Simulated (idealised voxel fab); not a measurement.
The following process module bears the name voxel transistor to metal.
160 nm wide, 5 nm square cells: that's cross-section cut.
A cross-section is written here as square cells arranged in a grid, and it is given in bands from the top down, each band taking up one or more rows of cells.
This entry defines a band. It first specifies the height of the band's top and the height of its bottom in nm, and then specifies the band's materials from left to right, stating each material with its width in nm. The word "all across" identifies a single material that fills the band from edge to edge, while the word "blank" identifies empty space.
All heights in this document are referenced to 0, defined as the level beneath which the wafer, as received, consists entirely of one material. The lowest band is not bounded below; it extends indefinitely downward and is written in the form "0 and below".
Read "30 to 40" as a graded width: first number on top, second number at the bottom, same change between each pair of neighbouring rows.
Basically "stayed the same" means that step didn't change any cell in the cross-section.
"Unvented voids": empty spaces of 8 cells or more with no open way to the top, each given as width x height at distance, distance from the left edge, all in nm.
Anything after a step's settings on that line? It's the simulator's own note about the step.
overlay nm: step with mask; distance mask lay right of planned place; negative value = left of planned place.
[List of planned process steps]
1 op RECEIVE | material Si
2 op CONFORMAL_DEP | material SiO2 | thk nm 5
3 op CONFORMAL_DEP | material SiN | thk nm 10
4 op MASKED_ETCH | tone cover | mask id ACTIVE | width nm 115 | etch materials SiN | depth nm 10 | overlay nm 0
5 op MASKED_ETCH | tone cover | mask id ACTIVE | width nm 115 | etch materials SiO2 | depth nm 5 | overlay nm 0
6 op MASKED_ETCH | tone cover | mask id ACTIVE | width nm 115 | etch materials Si | depth nm 30 | overlay nm 0
7 op OXIDIZE | depth nm 5
8 op FILL_DEP | material SiO2 | thk nm 15
9 op CMP | height nm 15
10 op SELECTIVE_ETCH | etch materials SiO2 | depth nm 10
11 op STRIP | etch materials SiN
12 op SELECTIVE_ETCH | etch materials SiO2 | depth nm 5
13 op OXIDIZE | depth nm 5
14 op DIRECTIONAL_DEP | material polySi | thk nm 25
15 op DIRECTIONAL_DEP | material SiCN | thk nm 10
16 op PATTERN | tone cover | mask id GATE | material resist | width nm 25 | thk nm 20 | overlay nm 0
17 op DIRECTIONAL_ETCH | etch materials SiCN | depth nm 20
18 op DIRECTIONAL_ETCH | etch materials polySi | depth nm 35
19 op STRIP | etch materials resist
20 op CONFORMAL_DEP | material SiO2 | thk nm 5
21 op DIRECTIONAL_ETCH | etch materials SiO2 | depth nm 5
22 op CONFORMAL_DEP | material SiN | thk nm 5
23 op DIRECTIONAL_ETCH | etch materials SiN | depth nm 5
24 op DIRECTIONAL_ETCH | etch materials SiO2 | depth nm 5
25 op EPI | material pSi | thk nm 5
26 op FILL_DEP | material SiO2 | thk nm 10
27 op CMP | height nm 35
28 op DIRECTIONAL_DEP | material SiO2 | thk nm 10
29 op MASKED_ETCH | tone open | mask id CONTACT | width nm 35 | pitch nm 70 | etch materials SiO2 | depth nm 45 | overlay nm 0
30 op CONFORMAL_DEP | material TiN | thk nm 5
31 op FILL_DEP | material Ru | thk nm 10
32 op CMP | height nm 45
33 op CONFORMAL_DEP | material SiN | thk nm 5
34 op DIRECTIONAL_DEP | material lowk | thk nm 20
35 op PATTERN | tone open | mask id METAL_1 | material resist | width nm 20 | pitch nm 85 | thk nm 20 | overlay nm 0
36 op DIRECTIONAL_ETCH | etch materials lowk | depth nm 20
37 op DIRECTIONAL_ETCH | etch materials SiN | depth nm 5
38 op STRIP | etch materials resist
39 op CONFORMAL_DEP | material TiN | thk nm 5
40 op FILL_DEP | material W | thk nm 5
41 op CMP | height nm 70
42 op EPI | material Ru | thk nm 5
43 op FILL_DEP | material SiCN | thk nm 5
[The first wafer of two, processed as planned]
[As received (post step 1): cross-section]
> 0 and below | Si all across
> Unvented voids: none
[Cross-section of the wafer subsequent to step 2]
> 5 down to 0 | SiO2 all across
> Everything below 0 is unchanged.
[Cross-section of the wafer subsequent to step 3]
> 15 down to 5 | SiN all across
> Everything below 5 is unchanged.
[Cross-section of the wafer subsequent to step 4]
> 15 down to 5 | 20 nm blank  115 nm SiN  25 nm blank
> Everything below 5 is unchanged.
[Cross-section of the wafer subsequent to step 5]
> 15 down to 5 | 20 nm blank  115 nm SiN  25 nm blank
> 5 down to 0 | 20 nm blank  115 nm SiO2  25 nm blank
> Everything below 0 is unchanged.
[Cross-section of the wafer subsequent to step 6]
> 15 down to 5 | 20 nm blank  115 nm SiN  25 nm blank
> 5 down to 0 | 20 nm blank  115 nm SiO2  25 nm blank
> 0 down to -30 | 20 nm blank  115 nm Si  25 nm blank
> Everything below -30 is unchanged.
[Cross-section of the wafer subsequent to step 7]
> 15 down to 5 | 20 nm blank  115 nm SiN  25 nm blank
> 5 down to 0 | 20 nm blank  115 nm SiO2  25 nm blank
> 0 down to -30 | 20 nm blank  5 nm SiO2  105 nm Si  5 nm SiO2  25 nm blank
> -30 down to -35 | 25 nm SiO2  105 nm Si  30 nm SiO2
> Everything below -35 is unchanged.
[Cross-section of the wafer subsequent to step 8]
> 30 down to 15 | SiO2 all across
> 15 down to 5 | 20 nm SiO2  115 nm SiN  25 nm SiO2
> 5 down to 0 | SiO2 all across
> 0 down to -35 | 25 nm SiO2  105 nm Si  30 nm SiO2
> Everything below -35 is unchanged.
[Cross-section of the wafer subsequent to step 9]
> 15 down to 5 | 20 nm SiO2  115 nm SiN  25 nm SiO2
> Everything below 5 is unchanged.
[Cross-section of the wafer subsequent to step 10]
> 15 down to 5 | 20 nm blank  115 nm SiN  25 nm blank
> Everything below 5 is unchanged.
[Cross-section of the wafer subsequent to step 11]
> 5 down to 0 | SiO2 all across
> Everything below 0 is unchanged.
[Cross-section of the wafer subsequent to step 12]
> 0 down to -35 | 25 nm SiO2  105 nm Si  30 nm SiO2
> Everything below -35 is unchanged.
[Cross-section of the wafer subsequent to step 13]
> 0 down to -5 | SiO2 all across
> Everything below -5 is unchanged.
[Cross-section of the wafer subsequent to step 14]
> 25 down to 0 | polySi all across
> Everything below 0 is unchanged.
[Cross-section of the wafer subsequent to step 15]
> 35 down to 25 | SiCN all across
> Everything below 25 is unchanged.
[Cross-section of the wafer subsequent to step 16]
> 55 down to 35 | 65 nm blank  25 nm resist  70 nm blank
> Everything below 35 is unchanged.
[Cross-section of the wafer subsequent to step 17]
> 55 down to 35 | 65 nm blank  25 nm resist  70 nm blank
> 35 down to 25 | 65 nm blank  25 nm SiCN  70 nm blank
> Everything below 25 is unchanged.
[Cross-section of the wafer subsequent to step 18]
> 55 down to 35 | 65 nm blank  25 nm resist  70 nm blank
> 35 down to 25 | 65 nm blank  25 nm SiCN  70 nm blank
> 25 down to 0 | 65 nm blank  25 nm polySi  70 nm blank
> Everything below 0 is unchanged.
[Cross-section of the wafer subsequent to step 19]
> 35 down to 25 | 65 nm blank  25 nm SiCN  70 nm blank
> Everything below 25 is unchanged.
[Cross-section of the wafer subsequent to step 20]
> 40 down to 35 | 60 nm blank  35 nm SiO2  65 nm blank
> 35 down to 25 | 60 nm blank  5 nm SiO2  25 nm SiCN  5 nm SiO2  65 nm blank
> 25 down to 5 | 60 nm blank  5 nm SiO2  25 nm polySi  5 nm SiO2  65 nm blank
> 5 down to 0 | 65 nm SiO2  25 nm polySi  70 nm SiO2
> Everything below 0 is unchanged.
[Cross-section of the wafer subsequent to step 21]
> 35 down to 25 | 60 nm blank  5 nm SiO2  25 nm SiCN  5 nm SiO2  65 nm blank
> 25 down to 0 | 60 nm blank  5 nm SiO2  25 nm polySi  5 nm SiO2  65 nm blank
> Everything below 0 is unchanged.
[Cross-section of the wafer subsequent to step 22]
> 40 down to 35 | 55 nm blank  45 nm SiN  60 nm blank
> 35 down to 25 | 55 nm blank  5 nm SiN  5 nm SiO2  25 nm SiCN  5 nm SiO2  5 nm SiN  60 nm blank
> 25 down to 5 | 55 nm blank  5 nm SiN  5 nm SiO2  25 nm polySi  5 nm SiO2  5 nm SiN  60 nm blank
> 5 down to 0 | 60 nm SiN  5 nm SiO2  25 nm polySi  5 nm SiO2  65 nm SiN
> Everything below 0 is unchanged.
[Cross-section of the wafer subsequent to step 23]
> 35 down to 25 | 55 nm blank  5 nm SiN  5 nm SiO2  25 nm SiCN  5 nm SiO2  5 nm SiN  60 nm blank
> 25 down to 0 | 55 nm blank  5 nm SiN  5 nm SiO2  25 nm polySi  5 nm SiO2  5 nm SiN  60 nm blank
> Everything below 0 is unchanged.
[Cross-section of the wafer subsequent to step 24]
> 35 down to 30 | 55 nm blank  5 nm SiN  5 nm blank  25 nm SiCN  5 nm blank  5 nm SiN  60 nm blank
> 30 down to 25 | 55 nm blank  5 nm SiN  5 nm SiO2  25 nm SiCN  5 nm SiO2  5 nm SiN  60 nm blank
> 25 down to 0 | 55 nm blank  5 nm SiN  5 nm SiO2  25 nm polySi  5 nm SiO2  5 nm SiN  60 nm blank
> 0 down to -5 | 55 nm blank  45 nm SiO2  60 nm blank
> Everything below -5 is unchanged.
[Cross-section of the wafer subsequent to step 25]
> 35 down to 30 | 55 nm blank  5 nm SiN  5 nm blank  25 nm SiCN  5 nm blank  5 nm SiN  60 nm blank
> 30 down to 25 | 55 nm blank  5 nm SiN  5 nm SiO2  25 nm SiCN  5 nm SiO2  5 nm SiN  60 nm blank
> 25 down to 0 | 55 nm blank  5 nm SiN  5 nm SiO2  25 nm polySi  5 nm SiO2  5 nm SiN  60 nm blank
> 0 down to -5 | 20 nm blank  35 nm pSi  45 nm SiO2  35 nm pSi  25 nm blank
> Everything below -5 is unchanged.
[Cross-section of the wafer subsequent to step 26]
> 45 down to 35 | SiO2 all across
> 35 down to 25 | 55 nm SiO2  5 nm SiN  5 nm SiO2  25 nm SiCN  5 nm SiO2  5 nm SiN  60 nm SiO2
> 25 down to 0 | 55 nm SiO2  5 nm SiN  5 nm SiO2  25 nm polySi  5 nm SiO2  5 nm SiN  60 nm SiO2
> 0 down to -5 | 20 nm SiO2  35 nm pSi  45 nm SiO2  35 nm pSi  25 nm SiO2
> Everything below -5 is unchanged.
[Cross-section of the wafer subsequent to step 27]
> 35 down to 25 | 55 nm SiO2  5 nm SiN  5 nm SiO2  25 nm SiCN  5 nm SiO2  5 nm SiN  60 nm SiO2
> Everything below 25 is unchanged.
[Cross-section of the wafer subsequent to step 28]
> 45 down to 35 | SiO2 all across
> Everything below 35 is unchanged.
[Cross-section of the wafer subsequent to step 29]
> 45 down to 35 | 25 nm SiO2  35 nm blank  35 nm SiO2  35 nm blank  30 nm SiO2
> 35 down to 25 | 25 nm SiO2  30 nm blank  5 nm SiN  5 nm SiO2  25 nm SiCN  5 nm SiO2  5 nm SiN  30 nm blank  30 nm SiO2
> 25 down to 0 | 25 nm SiO2  30 nm blank  5 nm SiN  5 nm SiO2  25 nm polySi  5 nm SiO2  5 nm SiN  30 nm blank  30 nm SiO2
> Everything below 0 is unchanged.
[Cross-section of the wafer subsequent to step 30]
> 50 down to 45 | 30 nm TiN  25 nm blank  45 nm TiN  25 nm blank  35 nm TiN
> 45 down to 35 | 25 nm SiO2  5 nm TiN  25 to 20 nm blank  5 to 10 nm TiN  35 nm SiO2  5 to 10 nm TiN  25 to 20 nm blank  5 nm TiN  30 nm SiO2
> 35 down to 25 | 25 nm SiO2  5 nm TiN  20 nm blank  5 nm TiN  5 nm SiN  5 nm SiO2  25 nm SiCN  5 nm SiO2  5 nm SiN  5 nm TiN  20 nm blank  5 nm TiN  30 nm SiO2
> 25 down to 5 | 25 nm SiO2  5 nm TiN  20 nm blank  5 nm TiN  5 nm SiN  5 nm SiO2  25 nm polySi  5 nm SiO2  5 nm SiN  5 nm TiN  20 nm blank  5 nm TiN  30 nm SiO2
> 5 down to 0 | 25 nm SiO2  30 nm TiN  5 nm SiN  5 nm SiO2  25 nm polySi  5 nm SiO2  5 nm SiN  30 nm TiN  30 nm SiO2
> Everything below 0 is unchanged.
[Cross-section of the wafer subsequent to step 31]
> 60 down to 50 | Ru all across
> 50 down to 45 | 30 nm TiN  25 nm Ru  45 nm TiN  25 nm Ru  35 nm TiN
> 45 down to 35 | 25 nm SiO2  5 nm TiN  25 to 20 nm Ru  5 to 10 nm TiN  35 nm SiO2  5 to 10 nm TiN  25 to 20 nm Ru  5 nm TiN  30 nm SiO2
> 35 down to 25 | 25 nm SiO2  5 nm TiN  20 nm Ru  5 nm TiN  5 nm SiN  5 nm SiO2  25 nm SiCN  5 nm SiO2  5 nm SiN  5 nm TiN  20 nm Ru  5 nm TiN  30 nm SiO2
> 25 down to 5 | 25 nm SiO2  5 nm TiN  20 nm Ru  5 nm TiN  5 nm SiN  5 nm SiO2  25 nm polySi  5 nm SiO2  5 nm SiN  5 nm TiN  20 nm Ru  5 nm TiN  30 nm SiO2
> Everything below 5 is unchanged.
[Cross-section of the wafer subsequent to step 32]
> 45 down to 35 | 25 nm SiO2  5 nm TiN  25 to 20 nm Ru  5 to 10 nm TiN  35 nm SiO2  5 to 10 nm TiN  25 to 20 nm Ru  5 nm TiN  30 nm SiO2
> Everything below 35 is unchanged.
[Cross-section of the wafer subsequent to step 33]
> 50 down to 45 | SiN all across
> Everything below 45 is unchanged.
[Cross-section of the wafer subsequent to step 34]
> 70 down to 50 | lowk all across
> Everything below 50 is unchanged.
[Cross-section of the wafer subsequent to step 35]
> 90 down to 70 | 25 nm resist  20 nm blank  65 nm resist  20 nm blank  30 nm resist
> Everything below 70 is unchanged.
[Cross-section of the wafer subsequent to step 36]
> 90 down to 70 | 25 nm resist  20 nm blank  65 nm resist  20 nm blank  30 nm resist
> 70 down to 50 | 25 nm lowk  20 nm blank  65 nm lowk  20 nm blank  30 nm lowk
> Everything below 50 is unchanged.
[Cross-section of the wafer subsequent to step 37]
> 90 down to 70 | 25 nm resist  20 nm blank  65 nm resist  20 nm blank  30 nm resist
> 70 down to 50 | 25 nm lowk  20 nm blank  65 nm lowk  20 nm blank  30 nm lowk
> 50 down to 45 | 25 nm SiN  20 nm blank  65 nm SiN  20 nm blank  30 nm SiN
> Everything below 45 is unchanged.
[Cross-section of the wafer subsequent to step 38]
> 70 down to 50 | 25 nm lowk  20 nm blank  65 nm lowk  20 nm blank  30 nm lowk
> Everything below 50 is unchanged.
[Cross-section of the wafer subsequent to step 39]
> 75 down to 70 | 30 nm TiN  10 nm blank  75 nm TiN  10 nm blank  35 nm TiN
> 70 down to 50 | 25 nm lowk  5 nm TiN  10 nm blank  5 nm TiN  65 nm lowk  5 nm TiN  10 nm blank  5 nm TiN  30 nm lowk
> 50 down to 45 | 25 nm SiN  20 nm TiN  65 nm SiN  20 nm TiN  30 nm SiN
> Everything below 45 is unchanged.
[Cross-section of the wafer subsequent to step 40]
> 80 down to 75 | W all across
> 75 down to 70 | 30 nm TiN  10 nm W  75 nm TiN  10 nm W  35 nm TiN
> 70 down to 50 | 25 nm lowk  5 nm TiN  10 nm W  5 nm TiN  65 nm lowk  5 nm TiN  10 nm W  5 nm TiN  30 nm lowk
> Everything below 50 is unchanged.
[Cross-section of the wafer subsequent to step 41]
> 70 down to 50 | 25 nm lowk  5 nm TiN  10 nm W  5 nm TiN  65 nm lowk  5 nm TiN  10 nm W  5 nm TiN  30 nm lowk
> Everything below 50 is unchanged.
[Cross-section of the wafer subsequent to step 42]
> 75 down to 70 | 20 nm blank  30 nm Ru  55 nm blank  30 nm Ru  25 nm blank
> Everything below 70 is unchanged.
[Cross-section of the wafer subsequent to step 43]
> 80 down to 75 | SiCN all across
> 75 down to 70 | 20 nm SiCN  30 nm Ru  55 nm SiCN  30 nm Ru  25 nm SiCN
> Everything below 70 is unchanged.
[Notes, second wafer: start = first wafer's, plan = first wafer's, execution had one mistake; history identical to first through step 29]
[Cross-sectional view of the second wafer at the intended end time of process step 30]
> 50 down to 45 | 30 nm polySi  25 nm blank  45 nm polySi  25 nm blank  35 nm polySi
> 45 down to 35 | 25 nm SiO2  5 nm polySi  25 to 20 nm blank  5 to 10 nm polySi  35 nm SiO2  5 to 10 nm polySi  25 to 20 nm blank  5 nm polySi  30 nm SiO2
> 35 down to 25 | 25 nm SiO2  5 nm polySi  20 nm blank  5 nm polySi  5 nm SiN  5 nm SiO2  25 nm SiCN  5 nm SiO2  5 nm SiN  5 nm polySi  20 nm blank  5 nm polySi  30 nm SiO2
> 25 down to 5 | 25 nm SiO2  5 nm polySi  20 nm blank  5 nm polySi  5 nm SiN  5 nm SiO2  25 nm polySi  5 nm SiO2  5 nm SiN  5 nm polySi  20 nm blank  5 nm polySi  30 nm SiO2
> 5 down to 0 | 25 nm SiO2  30 nm polySi  5 nm SiN  5 nm SiO2  25 nm polySi  5 nm SiO2  5 nm SiN  30 nm polySi  30 nm SiO2
> Everything below 0 is unchanged.
[Cross-sectional view of the second wafer at the intended end time of process step 31]
> 60 down to 50 | Ru all across
> 50 down to 45 | 30 nm polySi  25 nm Ru  45 nm polySi  25 nm Ru  35 nm polySi
> 45 down to 35 | 25 nm SiO2  5 nm polySi  25 to 20 nm Ru  5 to 10 nm polySi  35 nm SiO2  5 to 10 nm polySi  25 to 20 nm Ru  5 nm polySi  30 nm SiO2
> 35 down to 25 | 25 nm SiO2  5 nm polySi  20 nm Ru  5 nm polySi  5 nm SiN  5 nm SiO2  25 nm SiCN  5 nm SiO2  5 nm SiN  5 nm polySi  20 nm Ru  5 nm polySi  30 nm SiO2
> 25 down to 5 | 25 nm SiO2  5 nm polySi  20 nm Ru  5 nm polySi  5 nm SiN  5 nm SiO2  25 nm polySi  5 nm SiO2  5 nm SiN  5 nm polySi  20 nm Ru  5 nm polySi  30 nm SiO2
> Everything below 5 is unchanged.
[Cross-sectional view of the second wafer at the intended end time of process step 32]
> 45 down to 35 | 25 nm SiO2  5 nm polySi  25 to 20 nm Ru  5 to 10 nm polySi  35 nm SiO2  5 to 10 nm polySi  25 to 20 nm Ru  5 nm polySi  30 nm SiO2
> Everything below 35 is unchanged.
[Cross-sectional view of the second wafer at the intended end time of process step 33]
> 50 down to 45 | SiN all across
> Everything below 45 is unchanged.
[Cross-sectional view of the second wafer at the intended end time of process step 34]
> 70 down to 50 | lowk all across
> Everything below 50 is unchanged.
[Cross-sectional view of the second wafer at the intended end time of process step 35]
> 90 down to 70 | 25 nm resist  20 nm blank  65 nm resist  20 nm blank  30 nm resist
> Everything below 70 is unchanged.
[Cross-sectional view of the second wafer at the intended end time of process step 36]
> 90 down to 70 | 25 nm resist  20 nm blank  65 nm resist  20 nm blank  30 nm resist
> 70 down to 50 | 25 nm lowk  20 nm blank  65 nm lowk  20 nm blank  30 nm lowk
> Everything below 50 is unchanged.
[Cross-sectional view of the second wafer at the intended end time of process step 37]
> 90 down to 70 | 25 nm resist  20 nm blank  65 nm resist  20 nm blank  30 nm resist
> 70 down to 50 | 25 nm lowk  20 nm blank  65 nm lowk  20 nm blank  30 nm lowk
> 50 down to 45 | 25 nm SiN  20 nm blank  65 nm SiN  20 nm blank  30 nm SiN
> Everything below 45 is unchanged.
[Cross-sectional view of the second wafer at the intended end time of process step 38]
> 70 down to 50 | 25 nm lowk  20 nm blank  65 nm lowk  20 nm blank  30 nm lowk
> Everything below 50 is unchanged.
[Cross-sectional view of the second wafer at the intended end time of process step 39]
> 75 down to 70 | 30 nm TiN  10 nm blank  75 nm TiN  10 nm blank  35 nm TiN
> 70 down to 50 | 25 nm lowk  5 nm TiN  10 nm blank  5 nm TiN  65 nm lowk  5 nm TiN  10 nm blank  5 nm TiN  30 nm lowk
> 50 down to 45 | 25 nm SiN  20 nm TiN  65 nm SiN  20 nm TiN  30 nm SiN
> Everything below 45 is unchanged.
[Cross-sectional view of the second wafer at the intended end time of process step 40]
> 80 down to 75 | W all across
> 75 down to 70 | 30 nm TiN  10 nm W  75 nm TiN  10 nm W  35 nm TiN
> 70 down to 50 | 25 nm lowk  5 nm TiN  10 nm W  5 nm TiN  65 nm lowk  5 nm TiN  10 nm W  5 nm TiN  30 nm lowk
> Everything below 50 is unchanged.
[Cross-sectional view of the second wafer at the intended end time of process step 41]
> 70 down to 50 | 25 nm lowk  5 nm TiN  10 nm W  5 nm TiN  65 nm lowk  5 nm TiN  10 nm W  5 nm TiN  30 nm lowk
> Everything below 50 is unchanged.
[Cross-sectional view of the second wafer at the intended end time of process step 42]
> 75 down to 70 | 20 nm blank  30 nm Ru  55 nm blank  30 nm Ru  25 nm blank
> Everything below 70 is unchanged.
[Cross-sectional view of the second wafer at the intended end time of process step 43]
> 80 down to 75 | SiCN all across
> 75 down to 70 | 20 nm SiCN  30 nm Ru  55 nm SiCN  30 nm Ru  25 nm SiCN
> Everything below 70 is unchanged.
Here's what went sideways: step 30 was run on a setting that differed from the plan, and what really ran there is op CONFORMAL_DEP | material polySi | thk nm 5
FYI, end of process, the second wafer has more or fewer cells of some materials than the first: TiN -46; polySi +46
